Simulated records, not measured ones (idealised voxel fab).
Process module name: voxel self aligned contacts
The cross-section on display is named cut; it measures 240 nm wide, and its cells are 5 nm squares.
This document writes a cross-section as a grid whose cells are square, and gives it as bands, listed from the top down; one or more rows of cells form a band. Top, bottom (nm), then materials left to right with widths (nm); lone material tagged "all across" fills the whole band edge to edge; "air" = empty space. For the purposes of this specification, 0 denotes the height below which the wafer in its as-received condition is composed wholly of one material, and the lowermost band, lacking a lower limit, extends downward without end, as expressed in "top 0, no bottom". Per-row width for "30..40": begins at first number (top row of band), ends at second number (bottom row), increment between rows held constant. It should be understood that the words "no modifications", when stated for a given step, signify that the cross-section underwent no change in any of its cells during that step. Any empty space of 8 cells or more lacking an open way to the top shows up in "Sealed void listing" as width x height at distance, distance from the left edge, in nm. The remark found on a step's line after its settings is issued by the simulator itself and pertains to that step. Steps that use a mask can have "overlay nm" on their line. It says how far the mask sat to the right of where it was meant to be. Negative means to the left.
**Intended process steps**
1: RECEIVE, material Si
2: OXIDIZE, depth nm 5
3: DIRECTIONAL_DEP, material polySi, thk nm 20
4: DIRECTIONAL_DEP, material SiN, thk nm 20
5: PATTERN, tone cover, mask id GATE, material resist, width nm 35, pitch nm 75, thk nm 20, overlay nm 0
6: DIRECTIONAL_ETCH, etch materials SiN, depth nm 20
7: DIRECTIONAL_ETCH, etch materials polySi, depth nm 20
8: STRIP, etch materials resist
9: CONFORMAL_DEP, material SiN, thk nm 10
10: DIRECTIONAL_ETCH, etch materials SiN, depth nm 10
11: FILL_DEP, material SiO2, thk nm 15
12: CMP, height nm 45
13: MASKED_ETCH, tone open, mask id CONTACT, width nm 50, pitch nm 75, etch materials SiO2, depth nm 50, overlay nm 0
14: CONFORMAL_DEP, material TiN, thk nm 5
15: FILL_DEP, material W, thk nm 5
16: CMP, height nm 45
17: CONFORMAL_DEP, material SiN, thk nm 5
**As-received wafer cross-section (after step 1)**
> top 0, no bottom: Si all across
> Sealed void listing: none
**End-of-module XS, first of two wafers, run as planned**
> top 50, bottom 45: SiN all across
> top 45, bottom 40: SiO2 55 nm  TiN 20 nm  W 10 nm  TiN 20 nm  SiO2 25 nm  TiN 20 nm  W 10 nm  TiN 20 nm  SiO2 60 nm
> top 40, bottom 20: SiO2 15 nm  SiN 55 nm  TiN 5 nm  W 10 nm  TiN 5 nm  SiN 55 nm  TiN 5 nm  W 10 nm  TiN 5 nm  SiN 55 nm  SiO2 20 nm
> top 20, bottom 0: SiO2 15 nm  SiN 10 nm  polySi 35 nm  SiN 10 nm  TiN 5 nm  W 10 nm  TiN 5 nm  SiN 10 nm  polySi 35 nm  SiN 10 nm  TiN 5 nm  W 10 nm  TiN 5 nm  SiN 10 nm  polySi 35 nm  SiN 10 nm  SiO2 20 nm
> top 0, bottom -5: SiO2 70 nm  TiN 20 nm  SiO2 55 nm  TiN 20 nm  SiO2 75 nm
> top -5, no bottom: Si all across
> Sealed void listing: none
**This cross-section belongs to the second wafer of two at the end of the module; the start and the plan were shared with the first, and the run included one mistake**
> top 50, bottom 45: SiN all across
> top 45, bottom 40: SiO2 55 nm  TiN 50 nm  SiO2 25 nm  TiN 50 nm  SiO2 60 nm
> top 40, bottom 20: SiN 35 nm  SiO2 15 nm  SiN 60 nm  SiO2 15 nm  SiN 60 nm  SiO2 15 nm  SiN 40 nm
> top 20, bottom 0: polySi 25 nm  SiN 10 nm  SiO2 15 nm  SiN 10 nm  polySi 40 nm  SiN 10 nm  SiO2 15 nm  SiN 10 nm  polySi 40 nm  SiN 10 nm  SiO2 15 nm  SiN 10 nm  polySi 30 nm
> top 0, bottom -5: SiO2 all across
> top -5, no bottom: Si all across
> Sealed void listing: none
Diagnosis: it should be noted that step 5 was executed with settings other than those planned, the operation and settings actually applied being PATTERN, tone open, mask id GATE, material resist, width nm 35, pitch nm 75, thk nm 20, overlay nm 0
It is noted that, at the conclusion of processing, the second wafer exhibits a higher or lower cell count for certain materials relative to the first: +24 SiN; +24 SiO2; -36 TiN; -36 W; +24 polySi
